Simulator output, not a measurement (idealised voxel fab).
process module | voxel wiring stack
cross-section cut | 140 nm wide | cells 5 nm
A cross-section is a grid of square cells, given in bands from the top down. A band is one or more rows of cells.
Each band's line starts with the height of the band's top and of its bottom, in nm. Then come its materials from left to right, each with its width in nm. One material with "throughout" fills the band from edge to edge. "air" is empty space.
Height 0 is the level under which the wafer as received is all one material. The lowest band goes on downwards, as in "0 down".
A width such as "30 to 40" changes by the same amount from each row of cells to the next, from the band's top row to its bottom row.
"no change" after a step means that no cell of the cross-section changed.
closed voids: empty space of 8 cells or more with no open way to the top, each as width x height at its distance from the left edge, in nm
after a step's settings: what the simulator itself notes on the step
overlay nm, on a step with a mask: how far to the right of its planned place the mask lay; to the left if negative
plan
1 op RECEIVE | material Si
2 op CONFORMAL_DEP | material SiO2 | thk nm 15
3 op DIRECTIONAL_DEP | material TiN | thk nm 5
4 op DIRECTIONAL_DEP | material W | thk nm 15
5 op PATTERN | tone cover | mask id METAL_1 | material resist | width nm 20 | pitch nm 40 | thk nm 20 | overlay nm 0
6 op DIRECTIONAL_ETCH | etch materials W | depth nm 15
7 op DIRECTIONAL_ETCH | etch materials TiN | depth nm 5
8 op STRIP | etch materials resist
9 op FILL_DEP | material SiO2 | thk nm 5
10 op CMP | height nm 35
11 op CONFORMAL_DEP | material SiCN | thk nm 5
12 op DIRECTIONAL_DEP | material lowk | thk nm 35
13 op MASKED_ETCH | tone open | mask id METAL_2_HOLES | width nm 15 | pitch nm 40 | etch materials lowk | depth nm 35 | overlay nm 0
14 op PATTERN | tone open | mask id METAL_2 | material resist | width nm 20 | pitch nm 40 | thk nm 15 | overlay nm 0
15 op DIRECTIONAL_ETCH | etch materials lowk | depth nm 20
16 op DIRECTIONAL_ETCH | etch materials SiCN | depth nm 5
17 op STRIP | etch materials resist
18 op CONFORMAL_DEP | material TiN | thk nm 5
19 op FILL_DEP | material Ru | thk nm 5
20 op CMP | height nm 75
21 op CONFORMAL_DEP | material SiN | thk nm 5
varied across the wafers: width nm of step 13. The plan shows the first wafer's value. All wafers start alike
first wafer as received, after step 1
  0 down: Si throughout
  closed voids: none
each wafer at the end: cells of each material gained (+) or lost (-) since it was received, then its closed voids
width nm 15 | +30 Ru | +19 SiCN | +28 SiN | +148 SiO2 | +66 TiN | +36 W | +121 lowk | closed voids: none
width nm 20 | +42 Ru | +16 SiCN | +28 SiN | +148 SiO2 | +66 TiN | +36 W | +112 lowk | closed voids: none
width nm 25 | +60 Ru | +16 SiCN | +28 SiN | +148 SiO2 | +69 TiN | +36 W | +91 lowk | closed voids: none
